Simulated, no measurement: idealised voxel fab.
process module | voxel tone inversion
cross-section cut | 200 nm wide | cells 5 nm
A cross-section is a grid of square cells, given in bands from the top down. A band is one or more rows of cells.
Each band's line starts with the height of the band's top and of its bottom, in nm. Then come its materials from left to right, each with its width in nm. One material with "throughout" fills the band from edge to edge. "air" is empty space.
Height 0 is the level under which the wafer as received is all one material. The lowest band goes on downwards, as in "0 down".
A width such as "30 to 40" changes by the same amount from each row of cells to the next, from the band's top row to its bottom row.
"no change" after a step means that no cell of the cross-section changed.
closed voids: empty space of 8 cells or more with no open way to the top, each as width x height at its distance from the left edge, in nm
after a step's settings: what the simulator itself notes on the step
overlay nm, on a step with a mask: how far to the right of its planned place the mask lay; to the left if negative
plan
1 op RECEIVE | material Si
2 op CONFORMAL_DEP | material SiN | thk nm 10
3 op DIRECTIONAL_DEP | material aC | thk nm 15
4 op PATTERN | tone cover | mask id POSTS | material resist | width nm 15 | pitch nm 35 | thk nm 20 | overlay nm 0
5 op DIRECTIONAL_ETCH | etch materials aC | depth nm 15
6 op STRIP | etch materials resist
7 op FILL_DEP | material SiO2 | thk nm 10
8 op CMP | height nm 25
9 op STRIP | etch materials aC
first wafer, as planned
as received, after step 1
  0 down: Si throughout
  closed voids: none
after step 2
  10 to 0: SiN throughout
  below 0: unchanged
after step 3
  25 to 10: aC throughout
  below 10: unchanged
after step 4
  45 to 25: air 55 | resist 15 | air 20 | resist 15 | air 20 | resist 15 | air 60
  below 25: unchanged
after step 5
  30 to 25: air 55 | resist 15 | air 20 | resist 15 | air 20 | resist 15 | air 60
  25 to 10: air 55 | aC 15 | air 20 | aC 15 | air 20 | aC 15 | air 60
  below 10: unchanged
after step 6
  25 to 10: air 55 | aC 15 | air 20 | aC 15 | air 20 | aC 15 | air 60
  below 10: unchanged
after step 7
  35 to 25: SiO2 throughout
  25 to 10: SiO2 55 | aC 15 | SiO2 20 | aC 15 | SiO2 20 | aC 15 | SiO2 60
  below 10: unchanged
after step 8
  25 to 10: SiO2 55 | aC 15 | SiO2 20 | aC 15 | SiO2 20 | aC 15 | SiO2 60
  below 10: unchanged
after step 9
  25 to 10: SiO2 55 | air 15 | SiO2 20 | air 15 | SiO2 20 | air 15 | SiO2 60
  below 10: unchanged
second wafer: like start, like plan, one mistake. Through step 6 it matches the first wafer
when step 7 should have ended
  35 to 25: SiN throughout
  25 to 10: SiN 55 | aC 15 | SiN 20 | aC 15 | SiN 20 | aC 15 | SiN 60
  below 10: unchanged
when step 8 should have ended
  25 to 10: SiN 55 | aC 15 | SiN 20 | aC 15 | SiN 20 | aC 15 | SiN 60
  below 10: unchanged
when step 9 should have ended
  25 to 10: SiN 55 | air 15 | SiN 20 | air 15 | SiN 20 | air 15 | SiN 60
  below 10: unchanged
what went wrong: step 7 ran as: op FILL_DEP | material SiN | thk nm 10
at the end the second wafer has, in cells: 93 more of SiN | 93 fewer of SiO2
